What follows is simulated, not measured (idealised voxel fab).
The process module that follows is named voxel ribs on slabs.
Square cells of 5 nm make up the cross-section cut, whose width is 275 nm.
For the purposes of this document, a cross-section shall be understood as a grid of square cells, specified as bands listed in top-to-bottom order, each band consisting of one or more rows of cells. Read a band's entry like this: the first values are the height of its top and the height of its bottom in nm, and what follows is the sequence of materials from left to right, each with its width in nm. Note that "blank" is empty space, and that a single material marked "everywhere" reaches across the band from edge to edge. Basically, 0 is our baseline, since under it the wafer straight out of the box is all one material. The bottom band has no lower end and keeps on going down, so it looks like "top 0, no bottom". Read "30..40" as a graded width: first number on top, second number at the bottom, same change between each pair of neighbouring rows. Where the words "nothing altered" appear for a step, the cross-section shows no cell changed by that step; every cell remained as before. Any empty space of 8 cells or more lacking an open way to the top shows up in "Voids, fully enclosed" as width x height at distance, distance from the left edge, in nm. after a step's settings: what the simulator itself notes on the step. The setting "overlay nm" may be written on the line of a step. When the step uses a mask, the value reports how far to the right of the planned place the mask lay, and a negative value reports that it lay to the left.

[Below is the list of planned process steps]
- 1: RECEIVE | material Si
- 2: DIRECTIONAL_DEP | material SiO2 | thk nm 20
- 3: DIRECTIONAL_DEP | material polySi | thk nm 15
- 4: MASKED_ETCH | tone cover | mask id RIB | width nm 15 | etch materials polySi | depth nm 5 | overlay nm 0
- 5: PATTERN | tone cover | mask id SLAB | material resist | width nm 45 | thk nm 20 | overlay nm 0
- 6: DIRECTIONAL_ETCH | etch materials polySi | depth nm 10
- 7: STRIP | etch materials resist
- 8: FILL_DEP | material SiO2 | thk nm 25
- 9: CMP | height nm 55
- 10: DIRECTIONAL_DEP | material W | thk nm 10
- 11: MASKED_ETCH | tone cover | mask id HEATER | width nm 25 | etch materials W | depth nm 10 | overlay nm 0
- 12: CONFORMAL_DEP | material SiO2 | thk nm 5
Be aware that, although all wafers share a common starting state, the width nm at step 4 differs among them, and the plan displays the first wafer's value.

[This is how the first of several wafers looked in cross-section when it arrived, which is after step 1]
> top 0, no bottom  Si everywhere
> Voids, fully enclosed: none

[Tabulated below, wafer by wafer, are the end-of-module results: for each material, the number of cells gained (+) or lost (-) relative to the as-received state, followed by the closed voids]
width nm 15; +643 SiO2; +10 W; +21 polySi; Voids, fully enclosed: none
width nm 20; +642 SiO2; +10 W; +22 polySi; Voids, fully enclosed: none
width nm 25; +641 SiO2; +10 W; +23 polySi; Voids, fully enclosed: none
width nm 30; +640 SiO2; +10 W; +24 polySi; Voids, fully enclosed: none
